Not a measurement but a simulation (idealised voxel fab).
Process module under the name voxel ribs on slabs
The width of the displayed cross-section, cut, is 180 nm; its cells are square, with a size of 5 nm.
Each cross-section below is a grid of square cells, stated as bands in top-down order, with one or more rows of cells making up each band. Band: top height; bottom height; in nm. Then, left to right: material with width in nm, for each material. "everywhere": a single material spanning edge to edge. "air": empty space. Heights are measured from 0, the level below which the as-received wafer is all one material; the lowest band has no bottom and continues downward, written as in "0 nm and below". The expression "30 to 40" gives the width at the extremes of the band, the first number at its top row of cells and the second at its bottom row, with the width changing by equal amounts from each row to the next in between. Where the words "no modification" appear for a step, the cross-section shows no cell changed by that step; every cell remained as before. "Closed cavity list" means: voids of 8 cells or more that are shut off from the top with no open way through. Written width x height at distance, distance from the left edge, in nm. If you see something after the settings on a step's line, that's the simulator's own remark about that step. For masked steps, "overlay nm" on the step line gives how far right of plan the mask actually lay; a minus sign means it lay to the left.

Below is the list of planned process steps
1) op RECEIVE | material Si
2) op DIRECTIONAL_DEP | material SiO2 | thk nm 30
3) op DIRECTIONAL_DEP | material SiN | thk nm 20
4) op DIRECTIONAL_DEP | material aC | thk nm 15
5) op PATTERN | tone cover | mask id RIB | material resist | width nm 25 | thk nm 30 | overlay nm 0
6) op DIRECTIONAL_ETCH | etch materials aC | depth nm 15
7) op STRIP | etch materials resist
8) op DIRECTIONAL_ETCH | etch materials SiN | depth nm 10
9) op STRIP | etch materials aC
10) op DIRECTIONAL_DEP | material aC | thk nm 15
11) op PATTERN | tone cover | mask id SLAB | material resist | width nm 75 | thk nm 30 | overlay nm 0
12) op DIRECTIONAL_ETCH | etch materials aC | depth nm 15
13) op STRIP | etch materials resist
14) op DIRECTIONAL_ETCH | etch materials SiN | depth nm 10
15) op STRIP | etch materials aC
16) op FILL_DEP | material SiO2 | thk nm 25
17) op CMP | height nm 65
18) op DIRECTIONAL_DEP | material W | thk nm 5
19) op PATTERN | tone cover | mask id HEATER | material resist | width nm 35 | thk nm 15 | overlay nm 0
20) op DIRECTIONAL_ETCH | etch materials W | depth nm 5
21) op STRIP | etch materials resist
22) op CONFORMAL_DEP | material SiO2 | thk nm 10

Received-state cross-section, reflecting completion of step 1
    0 nm and below = Si everywhere
    Closed cavity list: none

Cross-section: first of two wafers, module finished, run according to plan
    80 nm to 75 nm = air=60 | SiO2=55 | air=65
    75 nm to 70 nm = SiO2 everywhere
    70 nm to 65 nm = SiO2=70 | W=35 | SiO2=75
    65 nm to 50 nm = SiO2 everywhere
    50 nm to 40 nm = SiO2=75 | SiN=25 | SiO2=80
    40 nm to 30 nm = SiO2=50 | SiN=75 | SiO2=55
    30 nm to 0 nm = SiO2 everywhere
    0 nm and below = Si everywhere
    Closed cavity list: none

Second wafer of the two, sectioned at the end of the module. It began like the first and followed the same plan, but one mistake was made while running it
    80 nm to 75 nm = air=60 | SiO2=55 | air=65
    75 nm to 70 nm = SiO2 everywhere
    70 nm to 65 nm = SiO2=70 | W=35 | SiO2=75
    65 nm to 20 nm = SiO2 everywhere
    20 nm to 0 nm = SiN everywhere
    0 nm and below = Si everywhere
    Closed cavity list: none
Which mistake was made when the wafer was run? steps 2 and 3 traded places in the executed sequence
End of process, cell counts, second wafer against first, materials with more or fewer: 104 more of SiN, 104 fewer of SiO2
